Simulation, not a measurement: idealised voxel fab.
process module | voxel self aligned contacts
cross-section cut | 280 nm wide | cells 5 nm
A cross-section is a grid of square cells, given in bands from the top down. A band is one or more rows of cells.
Each band's line starts with the height of the band's top and of its bottom, in nm. Then come its materials from left to right, each with its width in nm. One material with "throughout" fills the band from edge to edge. "air" is empty space.
Height 0 is the level under which the wafer as received is all one material. The lowest band goes on downwards, as in "0 down".
A width such as "30 to 40" changes by the same amount from each row of cells to the next, from the band's top row to its bottom row.
"no change" after a step means that no cell of the cross-section changed.
closed voids: empty space of 8 cells or more with no open way to the top, each as width x height at its distance from the left edge, in nm
after a step's settings: what the simulator itself notes on the step
overlay nm, on a step with a mask: how far to the right of its planned place the mask lay; to the left if negative
plan
1 op RECEIVE | material Si
2 op CONFORMAL_DEP | material SiO2 | thk nm 5
3 op DIRECTIONAL_DEP | material polySi | thk nm 25
4 op DIRECTIONAL_DEP | material SiN | thk nm 15
5 op PATTERN | tone cover | mask id GATE | material resist | width nm 30 | pitch nm 55 | thk nm 20 | overlay nm 0
6 op DIRECTIONAL_ETCH | etch materials SiN | depth nm 20
7 op DIRECTIONAL_ETCH | etch materials polySi | depth nm 25
8 op STRIP | etch materials resist
9 op CONFORMAL_DEP | material SiN | thk nm 5
10 op DIRECTIONAL_ETCH | etch materials SiN | depth nm 5
11 op FILL_DEP | material SiO2 | thk nm 10
12 op CMP | height nm 55
13 op PATTERN | tone open | mask id CONTACT | material resist | width nm 35 | pitch nm 55 | thk nm 15 | overlay nm 0
14 op DIRECTIONAL_ETCH | etch materials SiO2 | depth nm 55
15 op STRIP | etch materials resist
16 op CONFORMAL_DEP | material TiN | thk nm 5
17 op FILL_DEP | material W | thk nm 10
18 op CMP | height nm 55
19 op CONFORMAL_DEP | material SiN | thk nm 5
varied across the wafers: thk nm of step 4. The plan shows the first wafer's value. All wafers start alike
first wafer as received, after step 1
  0 down: Si throughout
  closed voids: none
each wafer at the end: cells of each material gained (+) or lost (-) since it was received, then its closed voids
thk nm 15 | +158 SiN | +342 SiO2 | +54 TiN | +28 W | +90 polySi | closed voids: none
thk nm 20 | +182 SiN | +326 SiO2 | +54 TiN | +20 W | +90 polySi | closed voids: none
thk nm 25 | +208 SiN | +160 SiO2 | +18 TiN | +6 W | +280 polySi | closed voids: none
thk nm 30 | +240 SiN | +134 SiO2 | +14 TiN | +4 W | +280 polySi | closed voids: none
thk nm 35 | +272 SiN | +108 SiO2 | +10 TiN | +2 W | +280 polySi | closed voids: none
